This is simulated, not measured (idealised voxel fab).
A process module follows: voxel ribs on slabs.
We display cut, a cross-section 260 nm in width whose square cells are each 5 nm.
Format of a cross-section: grid, square cells. Given as bands. Order: top down. Band: one or more rows of cells. Heights first: top, then bottom, in nm. Then materials, left to right, each with a width in nm. "full width" on a single material: fills the band edge to edge. "blank": empty space. Heights are expressed relative to 0, this being the level below which the as-received wafer comprises one material exclusively. The lowest band is unbounded in the downward direction and is denoted as in "0 down". A two-number width, for instance "30..40", indicates that the width is equal to the first number in the top row of the band and to the second number in the bottom row, and that it changes by a constant amount per row of cells. Step note "identical to before" = no cross-section cell changed. "Enclosed void catalog": empty spaces of 8 cells or more with no open way to the top, each given as width x height at distance, distance from the left edge, all in nm. If you see something after the settings on a step's line, that's the simulator's own remark about that step. overlay nm: mask offset rightward from planned place, masked step; negative means leftward offset.
The planned process steps are enumerated hereunder
1: RECEIVE with material Si
2: DIRECTIONAL_DEP with material SiO2, thk nm 20
3: DIRECTIONAL_DEP with material polySi, thk nm 25
4: MASKED_ETCH with tone cover, mask id RIB, width nm 15, etch materials polySi, depth nm 20, overlay nm 0
5: PATTERN with tone cover, mask id SLAB, material resist, width nm 75, thk nm 20, overlay nm 0
6: DIRECTIONAL_ETCH with etch materials polySi, depth nm 5
7: STRIP with etch materials resist
8: FILL_DEP with material SiO2, thk nm 25
9: CMP with height nm 65
10: DIRECTIONAL_DEP with material W, thk nm 5
11: MASKED_ETCH with tone cover, mask id HEATER, width nm 25, etch materials W, depth nm 5, overlay nm 0
12: CONFORMAL_DEP with material SiN, thk nm 5
Wafer-to-wafer difference: thk nm, step 12. Common start. Plan = first wafer's value.
The as-received cross-section of the first of several wafers corresponds to the state after step 1
> 0 down: Si full width
> Enclosed void catalog: none
Table: wafers, a row each; end-of-module cell change per material since receipt, gain (+), loss (-); then closed voids
thk nm 5, +54 SiN, +649 SiO2, +5 W, +27 polySi, Enclosed void catalog: none
thk nm 10, +108 SiN, +649 SiO2, +5 W, +27 polySi, Enclosed void catalog: none
thk nm 15, +162 SiN, +649 SiO2, +5 W, +27 polySi, Enclosed void catalog: none
thk nm 20, +216 SiN, +649 SiO2, +5 W, +27 polySi, Enclosed void catalog: none
